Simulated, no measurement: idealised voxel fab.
This is a process module. Its name is voxel local oxidation.
Pictured: cross-section cut, 210 nm wide, on a grid of 5 nm square cells.
In this document a cross-section is written as a grid of square cells. It is given as a series of bands, listed from the top down, and a band is one or more rows of cells. In this notation a band is specified by the heights of its top and bottom, in that order and in nm, after which its materials appear from left to right, each paired with its width in nm. The word "throughout" attached to a single material means that material fills the band from edge to edge; the word "empty" stands for empty space. Where do heights start? At 0: under that level the wafer as delivered is made of one material only. And the lowest band has no floor; it just carries on downward, as in "0..down". Width: "30->40" (first number = top row, second number = bottom row, same change from row to row of cells). The designation "identical to before", where it is given for a processing step, indicates that no cell of the cross-section was altered in the course of that step. You'll see "Encapsulated voids" listing empty spaces that have no way open to the top, as long as they're 8 cells or more; the notation is width x height at distance, where the distance is from the left edge, and all of it is in nm. Whatever follows a step's settings on its line is a remark the simulator itself makes about that step. overlay nm: for a step with a mask, the amount by which the mask lay right of where it was planned; a negative amount means left of it.
# List of planned process steps
1) RECEIVE: material Si
2) OXIDIZE: depth nm 5
3) CONFORMAL_DEP: material SiN, thk nm 10
4) DIRECTIONAL_DEP: material aC, thk nm 15
5) PATTERN: tone cover, mask id ACTIVE, material resist, width nm 90, thk nm 30, overlay nm 0
6) DIRECTIONAL_ETCH: etch materials aC, depth nm 15
7) STRIP: etch materials resist
8) DIRECTIONAL_ETCH: etch materials SiN, depth nm 10
9) STRIP: etch materials aC
10) SELECTIVE_ETCH: etch materials SiO2, depth nm 5
11) OXIDIZE: depth nm 15
12) STRIP: etch materials SiN
# Account of the first of two wafers, which was processed as intended
# As-received wafer cross-section (after step 1)
> 0..down | Si throughout
> Encapsulated voids: none
# Cross-section: wafer state after step 2
> 0..-5 | SiO2 throughout
> Below -5, no change.
# Cross-section: wafer state after step 3
> 10..0 | SiN throughout
> Below 0, no change.
# Cross-section: wafer state after step 4
> 25..10 | aC throughout
> Below 10, no change.
# Cross-section: wafer state after step 5
> 55..25 | empty (60); resist (90); empty (60)
> Below 25, no change.
# Cross-section: wafer state after step 6
> 40..25 | empty (60); resist (90); empty (60)
> 25..10 | empty (60); aC (90); empty (60)
> Below 10, no change.
# Cross-section: wafer state after step 7
> 25..10 | empty (60); aC (90); empty (60)
> Below 10, no change.
# Cross-section: wafer state after step 8
> 25..10 | empty (60); aC (90); empty (60)
> 10..0 | empty (60); SiN (90); empty (60)
> Below 0, no change.
# Cross-section: wafer state after step 9
> 10..0 | empty (60); SiN (90); empty (60)
> Below 0, no change.
# Cross-section: wafer state after step 10
> 10..0 | empty (60); SiN (90); empty (60)
> 0..-5 | empty (65); SiO2 (80); empty (65)
> Below -5, no change.
# Cross-section: wafer state after step 11
> 10..0 | empty (60); SiN (90); empty (60)
> 0..-5 | empty (65); SiO2 (80); empty (65)
> -5..-20 | SiO2 (80); Si (50); SiO2 (80)
> Below -20, no change.
# Cross-section: wafer state after step 12
> 0..-5 | empty (65); SiO2 (80); empty (65)
> Below -5, no change.
# Wafer two of two - same starting point, same process plan, one mistake in execution; matches wafer one up to and including step 4
# At the planned end of step 5, the second wafer in cross-section
> 55..25 | empty (55); resist (100); empty (55)
> Below 25, no change.
# At the planned end of step 6, the second wafer in cross-section
> 40..25 | empty (55); resist (100); empty (55)
> 25..10 | empty (55); aC (100); empty (55)
> Below 10, no change.
# At the planned end of step 7, the second wafer in cross-section
> 25..10 | empty (55); aC (100); empty (55)
> Below 10, no change.
# At the planned end of step 8, the second wafer in cross-section
> 25..10 | empty (55); aC (100); empty (55)
> 10..0 | empty (55); SiN (100); empty (55)
> Below 0, no change.
# At the planned end of step 9, the second wafer in cross-section
> 10..0 | empty (55); SiN (100); empty (55)
> Below 0, no change.
# At the planned end of step 10, the second wafer in cross-section
> 10..0 | empty (55); SiN (100); empty (55)
> 0..-5 | empty (60); SiO2 (90); empty (60)
> Below -5, no change.
# At the planned end of step 11, the second wafer in cross-section
> 10..0 | empty (55); SiN (100); empty (55)
> 0..-5 | empty (60); SiO2 (90); empty (60)
> -5..-20 | SiO2 (75); Si (60); SiO2 (75)
> Below -20, no change.
# At the planned end of step 12, the second wafer in cross-section
> 0..-5 | empty (60); SiO2 (90); empty (60)
> Below -5, no change.
Processing error: step 5 was processed under conditions differing from the plan, specifically as PATTERN: tone cover, mask id ACTIVE, material resist, width nm 100, thk nm 30, overlay nm 0
Looking at both finished wafers in cells, the second ends up ahead of or behind the first on some materials: Si: 6 more, SiO2: 4 fewer
